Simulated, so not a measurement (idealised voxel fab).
voxel tone inversion: a process module
This is section cut - it's 250 nm across, gridded in 5 nm square cells.
Cross-sections here: square-cell grids, written as top-down lists of bands, a band being one or more rows of cells.
Top, bottom (nm), then materials left to right with widths (nm); lone material tagged "full width" fills the whole band edge to edge; "blank" = empty space.
Basically, 0 is our baseline, since under it the wafer straight out of the box is all one material. The bottom band has no lower end and keeps on going down, so it looks like "0 and below".
Top row gets the first number, bottom row gets the second, and each row in between changes by the same step: that is how a band width like "30 to 40" works.
"nothing was modified" -> step changed no cross-section cell.
Reported under the label "Sealed cavities" are the empty spaces having no open way to the top and comprising 8 cells or more; the notation for each is width x height at distance, in which the distance is measured from the left edge and all three values are in nm.
On each step's line, the part that comes after the settings is the simulator's own comment on the step.
"overlay nm" denotes, for a step that has a mask, the displacement of the mask to the right of its planned place, with negative values corresponding to the left.
Everything after this point is organized in pairs: a cross-section before one process step, a cross-section after it that shows only as deep as the lowest changed band, and, under the pair, the intervening step with its settings. Because different runs of this module on the same starting wafer can supply different pairs, a pair continues from the pair above it only if its entry headed "Structure before processing" says so.
Structure before processing:
  0 and below  Si full width
  Sealed cavities: none
Post-Process View:
  5 down to 0  SiN full width
  Nothing below the height 0 has changed.
  Sealed cavities: none
Going from the before section above to the after section, the step was CONFORMAL_DEP,material SiN,thk nm 5
Structure before processing: as shown after the step in the preceding pair, directly above.
Post-Process View:
  30 down to 5  polySi full width
  Nothing below the height 5 has changed.
  Sealed cavities: none
Going from the before section above to the after section, the step was DIRECTIONAL_DEP,material polySi,thk nm 25
Structure before processing: as shown after the step in the preceding pair, directly above.
Post-Process View:
  60 down to 30  blank (95), resist (20), blank (15), resist (20), blank (100)
  Nothing below the height 30 has changed.
  Sealed cavities: none
Going from the before section above to the after section, the step was PATTERN,tone cover,mask id POSTS,material resist,width nm 20,pitch nm 35,thk nm 30,overlay nm 0
Structure before processing: as shown after the step in the preceding pair, directly above.
Post-Process View:
  60 down to 30  blank (95), resist (20), blank (15), resist (20), blank (100)
  30 down to 5  blank (95), polySi (20), blank (15), polySi (20), blank (100)
  Nothing below the height 5 has changed.
  Sealed cavities: none
Going from the before section above to the after section, the step was DIRECTIONAL_ETCH,etch materials polySi,depth nm 25
Structure before processing: as shown after the step in the preceding pair, directly above.
Post-Process View:
  30 down to 5  blank (95), polySi (20), blank (15), polySi (20), blank (100)
  Nothing below the height 5 has changed.
  Sealed cavities: none
Going from the before section above to the after section, the step was STRIP,etch materials resist
Structure before processing: as shown after the step in the preceding pair, directly above.
Post-Process View:
  35 down to 30  SiO2 full width
  30 down to 5  SiO2 (95), polySi (20), SiO2 (15), polySi (20), SiO2 (100)
  Nothing below the height 5 has changed.
  Sealed cavities: none
Going from the before section above to the after section, the step was FILL_DEP,material SiO2,thk nm 5
Structure before processing: as shown after the step in the preceding pair, directly above.
Post-Process View:
  30 down to 5  SiO2 (95), polySi (20), SiO2 (15), polySi (20), SiO2 (100)
  Nothing below the height 5 has changed.
  Sealed cavities: none
Going from the before section above to the after section, the step was CMP,height nm 30
Structure before processing: as shown after the step in the preceding pair, directly above.
Post-Process View:
  30 down to 5  SiO2 (95), blank (20), SiO2 (15), blank (20), SiO2 (100)
  Nothing below the height 5 has changed.
  Sealed cavities: none
Going from the before section above to the after section, the step was STRIP,etch materials polySi
Structure before processing:
  0 and below  Si full width
  Sealed cavities: none
Post-Process View:
  25 down to 0  polySi full width
  Nothing below the height 0 has changed.
  Sealed cavities: none
Going from the before section above to the after section, the step was DIRECTIONAL_DEP,material polySi,thk nm 25
Structure before processing: as shown after the step in the preceding pair, directly above.
Post-Process View:
  55 down to 25  blank (95), resist (20), blank (15), resist (20), blank (100)
  Nothing below the height 25 has changed.
  Sealed cavities: none
Going from the before section above to the after section, the step was PATTERN,tone cover,mask id POSTS,material resist,width nm 20,pitch nm 35,thk nm 30,overlay nm 0
Structure before processing: as shown after the step in the preceding pair, directly above.
Post-Process View:
  55 down to 25  blank (95), resist (20), blank (15), resist (20), blank (100)
  25 down to 0  blank (95), polySi (20), blank (15), polySi (20), blank (100)
  Nothing below the height 0 has changed.
  Sealed cavities: none
Going from the before section above to the after section, the step was DIRECTIONAL_ETCH,etch materials polySi,depth nm 25
Structure before processing: as shown after the step in the preceding pair, directly above.
Post-Process View:
  25 down to 0  blank (95), polySi (20), blank (15), polySi (20), blank (100)
  Nothing below the height 0 has changed.
  Sealed cavities: none
Going from the before section above to the after section, the step was STRIP,etch materials resist
Structure before processing: as shown after the step in the preceding pair, directly above.
Post-Process View:
  30 down to 25  SiO2 full width
  25 down to 0  SiO2 (95), polySi (20), SiO2 (15), polySi (20), SiO2 (100)
  Nothing below the height 0 has changed.
  Sealed cavities: none
Going from the before section above to the after section, the step was FILL_DEP,material SiO2,thk nm 5
Structure before processing:
  25 down to 0  polySi full width
  0 and below  Si full width
  Sealed cavities: none
Post-Process View:
  30 down to 25  SiN full width
  Nothing below the height 25 has changed.
  Sealed cavities: none
Going from the before section above to the after section, the step was CONFORMAL_DEP,material SiN,thk nm 5
Structure before processing: as shown after the step in the preceding pair, directly above.
Post-Process View:
  60 down to 30  blank (95), resist (20), blank (15), resist (20), blank (100)
  Nothing below the height 30 has changed.
  Sealed cavities: none
Going from the before section above to the after section, the step was PATTERN,tone cover,mask id POSTS,material resist,width nm 20,pitch nm 35,thk nm 30,overlay nm 0
Structure before processing: as shown after the step in the preceding pair, directly above.
Post-Process View:
  30 down to 25  SiN full width
  Nothing below the height 25 has changed.
  Sealed cavities: none
Going from the before section above to the after section, the step was STRIP,etch materials resist
Structure before processing: as shown after the step in the preceding pair, directly above.
Post-Process View:
  35 down to 30  SiO2 full width
  Nothing below the height 30 has changed.
  Sealed cavities: none
Going from the before section above to the after section, the step was FILL_DEP,material SiO2,thk nm 5
Structure before processing: as shown after the step in the preceding pair, directly above.
Post-Process View:
  30 down to 25  SiN full width
  Nothing below the height 25 has changed.
  Sealed cavities: none
Going from the before section above to the after section, the step was CMP,height nm 30
Structure before processing:
  0 and below  Si full width
  Sealed cavities: none
Post-Process View:
  15 down to 0  SiN full width
  Nothing below the height 0 has changed.
  Sealed cavities: none
Going from the before section above to the after section, the step was CONFORMAL_DEP,material SiN,thk nm 15
Structure before processing: as shown after the step in the preceding pair, directly above.
Post-Process View:
  40 down to 15  polySi full width
  Nothing below the height 15 has changed.
  Sealed cavities: none
Going from the before section above to the after section, the step was DIRECTIONAL_DEP,material polySi,thk nm 25
Structure before processing: as shown after the step in the preceding pair, directly above.
Post-Process View:
  70 down to 40  blank (95), resist (20), blank (15), resist (20), blank (100)
  Nothing below the height 40 has changed.
  Sealed cavities: none
Going from the before section above to the after section, the step was PATTERN,tone cover,mask id POSTS,material resist,width nm 20,pitch nm 35,thk nm 30,overlay nm 0
Structure before processing: as shown after the step in the preceding pair, directly above.
Post-Process View:
  70 down to 40  blank (95), resist (20), blank (15), resist (20), blank (100)
  40 down to 15  blank (95), polySi (20), blank (15), polySi (20), blank (100)
  Nothing below the height 15 has changed.
  Sealed cavities: none
Going from the before section above to the after section, the step was DIRECTIONAL_ETCH,etch materials polySi,depth nm 25
Structure before processing: as shown after the step in the preceding pair, directly above.
Post-Process View:
  40 down to 15  blank (95), polySi (20), blank (15), polySi (20), blank (100)
  Nothing below the height 15 has changed.
  Sealed cavities: none
Going from the before section above to the after section, the step was STRIP,etch materials resist
Structure before processing: as shown after the step in the preceding pair, directly above.
Post-Process View:
  45 down to 40  SiO2 full width
  40 down to 15  SiO2 (95), polySi (20), SiO2 (15), polySi (20), SiO2 (100)
  Nothing below the height 15 has changed.
  Sealed cavities: none
Going from the before section above to the after section, the step was FILL_DEP,material SiO2,thk nm 5
Structure before processing: as shown after the step in the preceding pair, directly above.
Post-Process View:
  30 down to 15  SiO2 (95), polySi (20), SiO2 (15), polySi (20), SiO2 (100)
  Nothing below the height 15 has changed.
  Sealed cavities: none
Going from the before section above to the after section, the step was CMP,height nm 30
Structure before processing: as shown after the step in the preceding pair, directly above.
Post-Process View:
  30 down to 15  SiO2 (95), blank (20), SiO2 (15), blank (20), SiO2 (100)
  Nothing below the height 15 has changed.
  Sealed cavities: none
Going from the before section above to the after section, the step was STRIP,etch materials polySi
Structure before processing:
  30 down to 5  polySi full width
  5 down to 0  SiN full width
  0 and below  Si full width
  Sealed cavities: none
Post-Process View:
  60 down to 30  blank (100), resist (15), blank (20), resist (15), blank (100)
  Nothing below the height 30 has changed.
  Sealed cavities: none
Going from the before section above to the after section, the step was PATTERN,tone cover,mask id POSTS,material resist,width nm 15,pitch nm 35,thk nm 30,overlay nm 0
Structure before processing: as shown after the step in the preceding pair, directly above.
Post-Process View:
  60 down to 30  blank (100), resist (15), blank (20), resist (15), blank (100)
  30 down to 5  blank (100), polySi (15), blank (20), polySi (15), blank (100)
  Nothing below the height 5 has changed.
  Sealed cavities: none
Going from the before section above to the after section, the step was DIRECTIONAL_ETCH,etch materials polySi,depth nm 25
Structure before processing: as shown after the step in the preceding pair, directly above.
Post-Process View:
  30 down to 5  blank (100), polySi (15), blank (20), polySi (15), blank (100)
  Nothing below the height 5 has changed.
  Sealed cavities: none
Going from the before section above to the after section, the step was STRIP,etch materials resist
Structure before processing: as shown after the step in the preceding pair, directly above.
Post-Process View:
  35 down to 30  SiO2 full width
  30 down to 5  SiO2 (100), polySi (15), SiO2 (20), polySi (15), SiO2 (100)
  Nothing below the height 5 has changed.
  Sealed cavities: none
Going from the before section above to the after section, the step was FILL_DEP,material SiO2,thk nm 5
Structure before processing: as shown after the step in the preceding pair, directly above.
Post-Process View:
  30 down to 5  SiO2 (100), polySi (15), SiO2 (20), polySi (15), SiO2 (100)
  Nothing below the height 5 has changed.
  Sealed cavities: none
Going from the before section above to the after section, the step was CMP,height nm 30
Structure before processing: as shown after the step in the preceding pair, directly above.
Post-Process View:
  30 down to 5  SiO2 (100), blank (15), SiO2 (20), blank (15), SiO2 (100)
  Nothing below the height 5 has changed.
  Sealed cavities: none
Going from the before section above to the after section, the step was STRIP,etch materials polySi
Structure before processing:
  30 down to 5  polySi full width
  5 down to 0  SiN full width
  0 and below  Si full width
  Sealed cavities: none
Post-Process View:
  60 down to 30  blank (90), resist (20), blank (15), resist (20), blank (105)
  Nothing below the height 30 has changed.
  Sealed cavities: none
Going from the before section above to the after section, the step was PATTERN,tone cover,mask id POSTS,material resist,width nm 20,pitch nm 35,thk nm 30,overlay nm -5
Structure before processing: as shown after the step in the preceding pair, directly above.
Post-Process View:
  60 down to 30  blank (90), resist (20), blank (15), resist (20), blank (105)
  30 down to 5  blank (90), polySi (20), blank (15), polySi (20), blank (105)
  Nothing below the height 5 has changed.
  Sealed cavities: none
Going from the before section above to the after section, the step was DIRECTIONAL_ETCH,etch materials polySi,depth nm 25
Structure before processing: as shown after the step in the preceding pair, directly above.
Post-Process View:
  30 down to 5  blank (90), polySi (20), blank (15), polySi (20), blank (105)
  Nothing below the height 5 has changed.
  Sealed cavities: none
Going from the before section above to the after section, the step was STRIP,etch materials resist
Structure before processing: as shown after the step in the preceding pair, directly above.
Post-Process View:
  35 down to 30  SiO2 full width
  30 down to 5  SiO2 (90), polySi (20), SiO2 (15), polySi (20), SiO2 (105)
  Nothing below the height 5 has changed.
  Sealed cavities: none
Going from the before section above to the after section, the step was FILL_DEP,material SiO2,thk nm 5
Structure before processing: as shown after the step in the preceding pair, directly above.
Post-Process View:
  30 down to 5  SiO2 (90), polySi (20), SiO2 (15), polySi (20), SiO2 (105)
  Nothing below the height 5 has changed.
  Sealed cavities: none
Going from the before section above to the after section, the step was CMP,height nm 30
Structure before processing: as shown after the step in the preceding pair, directly above.
Post-Process View:
  30 down to 5  SiO2 (90), blank (20), SiO2 (15), blank (20), SiO2 (105)
  Nothing below the height 5 has changed.
  Sealed cavities: none
Going from the before section above to the after section, the step was STRIP,etch materials polySi
Structure before processing:
  5 down to 0  SiN full width
  0 and below  Si full width
  Sealed cavities: none
Post-Process View:
  30 down to 5  SiO2 full width
  Nothing below the height 5 has changed.
  Sealed cavities: none
Going from the before section above to the after section, the step was DIRECTIONAL_DEP,material SiO2,thk nm 25
Structure before processing: as shown after the step in the preceding pair, directly above.
Post-Process View:
  60 down to 30  blank (95), resist (20), blank (15), resist (20), blank (100)
  Nothing below the height 30 has changed.
  Sealed cavities: none
Going from the before section above to the after section, the step was PATTERN,tone cover,mask id POSTS,material resist,width nm 20,pitch nm 35,thk nm 30,overlay nm 0
Structure before processing: as shown after the step in the preceding pair, directly above.
Post-Process View:
  30 down to 5  SiO2 full width
  Nothing below the height 5 has changed.
  Sealed cavities: none
Going from the before section above to the after section, the step was STRIP,etch materials resist
Structure before processing: as shown after the step in the preceding pair, directly above.
Post-Process View:
  35 down to 5  SiO2 full width
  Nothing below the height 5 has changed.
  Sealed cavities: none
Going from the before section above to the after section, the step was FILL_DEP,material SiO2,thk nm 5
Structure before processing: as shown after the step in the preceding pair, directly above.
Post-Process View:
  30 down to 5  SiO2 full width
  Nothing below the height 5 has changed.
  Sealed cavities: none
Going from the before section above to the after section, the step was CMP,height nm 30
Structure before processing:
  30 down to 5  polySi full width
  5 down to 0  SiN full width
  0 and below  Si full width
  Sealed cavities: none
Post-Process View:
  60 down to 30  resist (95), blank (20), resist (15), blank (20), resist (100)
  Nothing below the height 30 has changed.
  Sealed cavities: none
Going from the before section above to the after section, the step was PATTERN,tone open,mask id POSTS,material resist,width nm 20,pitch nm 35,thk nm 30,overlay nm 0
Structure before processing: as shown after the step in the preceding pair, directly above.
Post-Process View:
  60 down to 30  resist (95), blank (20), resist (15), blank (20), resist (100)
  30 down to 5  polySi (95), blank (20), polySi (15), blank (20), polySi (100)
  Nothing below the height 5 has changed.
  Sealed cavities: none
Going from the before section above to the after section, the step was DIRECTIONAL_ETCH,etch materials polySi,depth nm 25
Structure before processing: as shown after the step in the preceding pair, directly above.
Post-Process View:
  30 down to 5  polySi (95), blank (20), polySi (15), blank (20), polySi (100)
  Nothing below the height 5 has changed.
  Sealed cavities: none
Going from the before section above to the after section, the step was STRIP,etch materials resist
Structure before processing: as shown after the step in the preceding pair, directly above.
Post-Process View:
  35 down to 30  SiO2 full width
  30 down to 5  polySi (95), SiO2 (20), polySi (15), SiO2 (20), polySi (100)
  Nothing below the height 5 has changed.
  Sealed cavities: none
Going from the before section above to the after section, the step was FILL_DEP,material SiO2,thk nm 5
Structure before processing: as shown after the step in the preceding pair, directly above.
Post-Process View:
  30 down to 5  polySi (95), SiO2 (20), polySi (15), SiO2 (20), polySi (100)
  Nothing below the height 5 has changed.
  Sealed cavities: none
Going from the before section above to the after section, the step was CMP,height nm 30
Structure before processing: as shown after the step in the preceding pair, directly above.
Post-Process View:
  30 down to 5  blank (95), SiO2 (20), blank (15), SiO2 (20), blank (100)
  Nothing below the height 5 has changed.
  Sealed cavities: none
Going from the before section above to the after section, the step was STRIP,etch materials polySi
